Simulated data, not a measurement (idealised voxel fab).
Herein follows the process module entitled voxel fin reveal.
Shown is cross-section cut, with a width of 210 nm and square cells of size 5 nm.
Cross-section = grid of square cells, listed top down in bands; band = one or more rows.
Within each band entry, the heights of the top and of the bottom of the band appear first, in that order and in nm; the materials of the band then follow from left to right, each with its corresponding width in nm. The designation "throughout" on a single material indicates that it fills the band from edge to edge; the designation "empty" indicates empty space.
It should be noted that heights are counted from 0, beneath which the wafer as supplied is of one material throughout, and that the lowest band possesses no lower boundary but continues downward, as written in "top 0, no bottom".
Width spec "30 to 40" -> top row of cells at first value, bottom row at second value, equal per-row change in between.
You'll sometimes find "identical to before" written for a step, and that's the way of saying that nowhere in the cross-section did a cell change during that step.
Empty spaces without an open route to the top, at least 8 cells in extent, make up the entry "Sealed voids"; each is given as width x height at distance, where the distance is measured from the left edge, and all are in nm.
Whatever follows a step's settings on its line is a remark the simulator itself makes about that step.
overlay nm: mask offset rightward from planned place, masked step; negative means leftward offset.

## So here's the lineup of process steps we planned
1 RECEIVE: material Si
2 CONFORMAL_DEP: material SiN, thk nm 10
3 DIRECTIONAL_DEP: material aC, thk nm 15
4 PATTERN: tone cover, mask id FINS, material resist, width nm 15, pitch nm 40, thk nm 30, overlay nm 0
5 DIRECTIONAL_ETCH: etch materials aC, depth nm 15
6 STRIP: etch materials resist
7 DIRECTIONAL_ETCH: etch materials SiN, depth nm 10
8 DIRECTIONAL_ETCH: etch materials Si, depth nm 30
9 STRIP: etch materials aC
10 FILL_DEP: material SiO2, thk nm 15
11 CMP: height nm 10
12 SELECTIVE_ETCH: etch materials SiO2, depth nm 30
13 STRIP: etch materials SiN
14 CONFORMAL_DEP: material HfO2, thk nm 5

## So, the first of our two wafers, run just as we planned it

## As received (post step 1): cross-section
top 0, no bottom | Si throughout
Sealed voids: none

## How the wafer stands in section after step 2
top 10, bottom 0 | SiN throughout
Heights below 0 show no change.

## How the wafer stands in section after step 3
top 25, bottom 10 | aC throughout
Heights below 10 show no change.

## How the wafer stands in section after step 4
top 55, bottom 25 | 75 of empty; 15 of resist; 25 of empty; 15 of resist; 80 of empty
Heights below 25 show no change.

## How the wafer stands in section after step 5
top 40, bottom 25 | 75 of empty; 15 of resist; 25 of empty; 15 of resist; 80 of empty
top 25, bottom 10 | 75 of empty; 15 of aC; 25 of empty; 15 of aC; 80 of empty
Heights below 10 show no change.

## How the wafer stands in section after step 6
top 25, bottom 10 | 75 of empty; 15 of aC; 25 of empty; 15 of aC; 80 of empty
Heights below 10 show no change.

## How the wafer stands in section after step 7
top 25, bottom 10 | 75 of empty; 15 of aC; 25 of empty; 15 of aC; 80 of empty
top 10, bottom 0 | 75 of empty; 15 of SiN; 25 of empty; 15 of SiN; 80 of empty
Heights below 0 show no change.

## How the wafer stands in section after step 8
top 25, bottom 10 | 75 of empty; 15 of aC; 25 of empty; 15 of aC; 80 of empty
top 10, bottom 0 | 75 of empty; 15 of SiN; 25 of empty; 15 of SiN; 80 of empty
top 0, bottom -30 | 75 of empty; 15 of Si; 25 of empty; 15 of Si; 80 of empty
Heights below -30 show no change.

## How the wafer stands in section after step 9
top 10, bottom 0 | 75 of empty; 15 of SiN; 25 of empty; 15 of SiN; 80 of empty
Heights below 0 show no change.

## How the wafer stands in section after step 10
top 25, bottom 10 | SiO2 throughout
top 10, bottom 0 | 75 of SiO2; 15 of SiN; 25 of SiO2; 15 of SiN; 80 of SiO2
top 0, bottom -30 | 75 of SiO2; 15 of Si; 25 of SiO2; 15 of Si; 80 of SiO2
Heights below -30 show no change.

## How the wafer stands in section after step 11
top 10, bottom 0 | 75 of SiO2; 15 of SiN; 25 of SiO2; 15 of SiN; 80 of SiO2
Heights below 0 show no change.

## How the wafer stands in section after step 12
top 10, bottom 0 | 75 of empty; 15 of SiN; 25 of empty; 15 of SiN; 80 of empty
top 0, bottom -20 | 75 of empty; 15 of Si; 25 of empty; 15 of Si; 80 of empty
Heights below -20 show no change.

## How the wafer stands in section after step 13
top 0, bottom -20 | 75 of empty; 15 of Si; 25 of empty; 15 of Si; 80 of empty
Heights below -20 show no change.

## How the wafer stands in section after step 14
top 5, bottom 0 | 70 of empty; 25 of HfO2; 15 of empty; 25 of HfO2; 75 of empty
top 0, bottom -15 | 70 of empty; 5 of HfO2; 15 of Si; 5 of HfO2; 15 of empty; 5 of HfO2; 15 of Si; 5 of HfO2; 75 of empty
top -15, bottom -20 | 75 of HfO2; 15 of Si; 25 of HfO2; 15 of Si; 80 of HfO2
Heights below -20 show no change.

## For the second wafer, take the first wafer's start and plan, then add one mistake made in running it; everything through step 3, that step included, is shared with the first

## Second wafer profile in section, at the moment step 4 of the plan was meant to be complete
top 55, bottom 25 | 65 of empty; 15 of resist; 25 of empty; 15 of resist; 90 of empty
Heights below 25 show no change.

## Second wafer profile in section, at the moment step 5 of the plan was meant to be complete
top 40, bottom 25 | 65 of empty; 15 of resist; 25 of empty; 15 of resist; 90 of empty
top 25, bottom 10 | 65 of empty; 15 of aC; 25 of empty; 15 of aC; 90 of empty
Heights below 10 show no change.

## Second wafer profile in section, at the moment step 6 of the plan was meant to be complete
top 25, bottom 10 | 65 of empty; 15 of aC; 25 of empty; 15 of aC; 90 of empty
Heights below 10 show no change.

## Second wafer profile in section, at the moment step 7 of the plan was meant to be complete
top 25, bottom 10 | 65 of empty; 15 of aC; 25 of empty; 15 of aC; 90 of empty
top 10, bottom 0 | 65 of empty; 15 of SiN; 25 of empty; 15 of SiN; 90 of empty
Heights below 0 show no change.

## Second wafer profile in section, at the moment step 8 of the plan was meant to be complete
top 25, bottom 10 | 65 of empty; 15 of aC; 25 of empty; 15 of aC; 90 of empty
top 10, bottom 0 | 65 of empty; 15 of SiN; 25 of empty; 15 of SiN; 90 of empty
top 0, bottom -30 | 65 of empty; 15 of Si; 25 of empty; 15 of Si; 90 of empty
Heights below -30 show no change.

## Second wafer profile in section, at the moment step 9 of the plan was meant to be complete
top 10, bottom 0 | 65 of empty; 15 of SiN; 25 of empty; 15 of SiN; 90 of empty
Heights below 0 show no change.

## Second wafer profile in section, at the moment step 10 of the plan was meant to be complete
top 25, bottom 10 | SiO2 throughout
top 10, bottom 0 | 65 of SiO2; 15 of SiN; 25 of SiO2; 15 of SiN; 90 of SiO2
top 0, bottom -30 | 65 of SiO2; 15 of Si; 25 of SiO2; 15 of Si; 90 of SiO2
Heights below -30 show no change.

## Second wafer profile in section, at the moment step 11 of the plan was meant to be complete
top 10, bottom 0 | 65 of SiO2; 15 of SiN; 25 of SiO2; 15 of SiN; 90 of SiO2
Heights below 0 show no change.

## Second wafer profile in section, at the moment step 12 of the plan was meant to be complete
top 10, bottom 0 | 65 of empty; 15 of SiN; 25 of empty; 15 of SiN; 90 of empty
top 0, bottom -20 | 65 of empty; 15 of Si; 25 of empty; 15 of Si; 90 of empty
Heights below -20 show no change.

## Second wafer profile in section, at the moment step 13 of the plan was meant to be complete
top 0, bottom -20 | 65 of empty; 15 of Si; 25 of empty; 15 of Si; 90 of empty
Heights below -20 show no change.

## Second wafer profile in section, at the moment step 14 of the plan was meant to be complete
top 5, bottom 0 | 60 of empty; 25 of HfO2; 15 of empty; 25 of HfO2; 85 of empty
top 0, bottom -15 | 60 of empty; 5 of HfO2; 15 of Si; 5 of HfO2; 15 of empty; 5 of HfO2; 15 of Si; 5 of HfO2; 85 of empty
top -15, bottom -20 | 65 of HfO2; 15 of Si; 25 of HfO2; 15 of Si; 90 of HfO2
Heights below -20 show no change.
Short version of what went wrong: contrary to plan, step 4 was performed as PATTERN: tone cover, mask id FINS, material resist, width nm 15, pitch nm 40, thk nm 30, overlay nm -10
So at the finish, the second wafer's got exactly as many cells of each material as the first, just not in the same spots.
